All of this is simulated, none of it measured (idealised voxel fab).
You're looking at the process module voxel tone inversion.
Cross-section cut spans 255 nm and uses square cells 5 nm in size.
Square cells in a grid make up a cross-section in this document, and the grid is given as bands, listed from the top down, each one or more rows of cells. This entry defines a band. It first specifies the height of the band's top and the height of its bottom in nm, and then specifies the band's materials from left to right, stating each material with its width in nm. The word "everywhere" identifies a single material that fills the band from edge to edge, while the word "empty" identifies empty space. Height reference: 0 = level under which incoming wafer is all one material. Lowest band: no bottom, runs on downward, e.g. "top 0, no bottom". Quick explanation for "30..40": the width changes in equal steps down the rows of cells, from the first number in the band's top row to the second number in its bottom row. You'll sometimes find "no change occurred" written for a step, and that's the way of saying that nowhere in the cross-section did a cell change during that step. The entry titled "Closed voids list" provides the empty spaces that have no open way to the top, restricted to those of 8 cells or more. Each is presented as width x height at distance, the distance being measured from the left edge, with all three in nm. Past the settings on a step's line: simulator remark, on that step. overlay nm, on a step with a mask: how far to the right of its planned place the mask lay; to the left if negative.

[This section lists the process steps that were planned]
1) RECEIVE | material Si
2) CONFORMAL_DEP | material SiN | thk nm 10
3) DIRECTIONAL_DEP | material polySi | thk nm 25
4) PATTERN | tone cover | mask id POSTS | material resist | width nm 25 | pitch nm 40 | thk nm 30 | overlay nm 0
5) DIRECTIONAL_ETCH | etch materials polySi | depth nm 25
6) STRIP | etch materials resist
7) FILL_DEP | material lowk | thk nm 5
8) CMP | height nm 35
9) STRIP | etch materials polySi
10) CONFORMAL_DEP | material TiN | thk nm 5
11) FILL_DEP | material Cu | thk nm 10
12) CMP | height nm 35
13) CONFORMAL_DEP | material SiCN | thk nm 5

[So this is the incoming wafer in cross-section - it's already been through step 1]
> top 0, no bottom  Si everywhere
> Closed voids list: none

[Cross-sectional result after module completion. Note: starting condition and plan are unchanged from above; one processing mistake was made]
> top 40, bottom 35  SiCN everywhere
> top 35, bottom 15  lowk: 85 / TiN: 5 / Cu: 15 / TiN: 5 / lowk: 15 / TiN: 5 / Cu: 15 / TiN: 5 / lowk: 105
> top 15, bottom 10  lowk: 85 / TiN: 25 / lowk: 15 / TiN: 25 / lowk: 105
> top 10, bottom 0  SiN everywhere
> top 0, no bottom  Si everywhere
> Closed voids list: none
What was the processing mistake? step 4 went in with a setting other than planned; the actual run was PATTERN | tone cover | mask id POSTS | material resist | width nm 25 | pitch nm 40 | thk nm 30 | overlay nm -10
